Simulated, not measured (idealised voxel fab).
process module | voxel plated lines
cross-section cut | 240 nm wide | cells 5 nm
A cross-section is a grid of square cells, given in bands from the top down. A band is one or more rows of cells.
Each band's line starts with the height of the band's top and of its bottom, in nm. Then come its materials from left to right, each with its width in nm. One material with "throughout" fills the band from edge to edge. "air" is empty space.
Height 0 is the level under which the wafer as received is all one material. The lowest band goes on downwards, as in "0 down".
A width such as "30 to 40" changes by the same amount from each row of cells to the next, from the band's top row to its bottom row.
"no change" after a step means that no cell of the cross-section changed.
closed voids: empty space of 8 cells or more with no open way to the top, each as width x height at its distance from the left edge, in nm
after a step's settings: what the simulator itself notes on the step
overlay nm, on a step with a mask: how far to the right of its planned place the mask lay; to the left if negative
plan
1 op RECEIVE | material Si
2 op CONFORMAL_DEP | material SiO2 | thk nm 5
3 op DIRECTIONAL_DEP | material TiN | thk nm 5
4 op PATTERN | tone open | mask id LINES | material resist | width nm 30 | pitch nm 45 | thk nm 35 | overlay nm -15
5 op EPI | material Ru | thk nm 10
6 op EPI | material Ru | thk nm 10
7 op EPI | material Ru | thk nm 10
8 op STRIP | etch materials resist
9 op DIRECTIONAL_ETCH | etch materials TiN | depth nm 5
10 op CONFORMAL_DEP | material SiCN | thk nm 5
varied across the wafers: overlay nm of step 4. The plan shows the first wafer's value. All wafers start alike
first wafer as received, after step 1
  0 down: Si throughout
  closed voids: none
each wafer at the end: cells of each material gained (+) or lost (-) since it was received, then its closed voids
overlay nm -15 | +108 Ru | +90 SiCN | +48 SiO2 | +18 TiN | closed voids: none
overlay nm -10 | +108 Ru | +90 SiCN | +48 SiO2 | +18 TiN | closed voids: none
overlay nm -5 | +108 Ru | +90 SiCN | +48 SiO2 | +18 TiN | closed voids: none
overlay nm 0 | +108 Ru | +90 SiCN | +48 SiO2 | +18 TiN | closed voids: none
overlay nm 5 | +108 Ru | +90 SiCN | +48 SiO2 | +18 TiN | closed voids: none
overlay nm 10 | +108 Ru | +90 SiCN | +48 SiO2 | +18 TiN | closed voids: none
overlay nm 15 | +108 Ru | +90 SiCN | +48 SiO2 | +18 TiN | closed voids: none
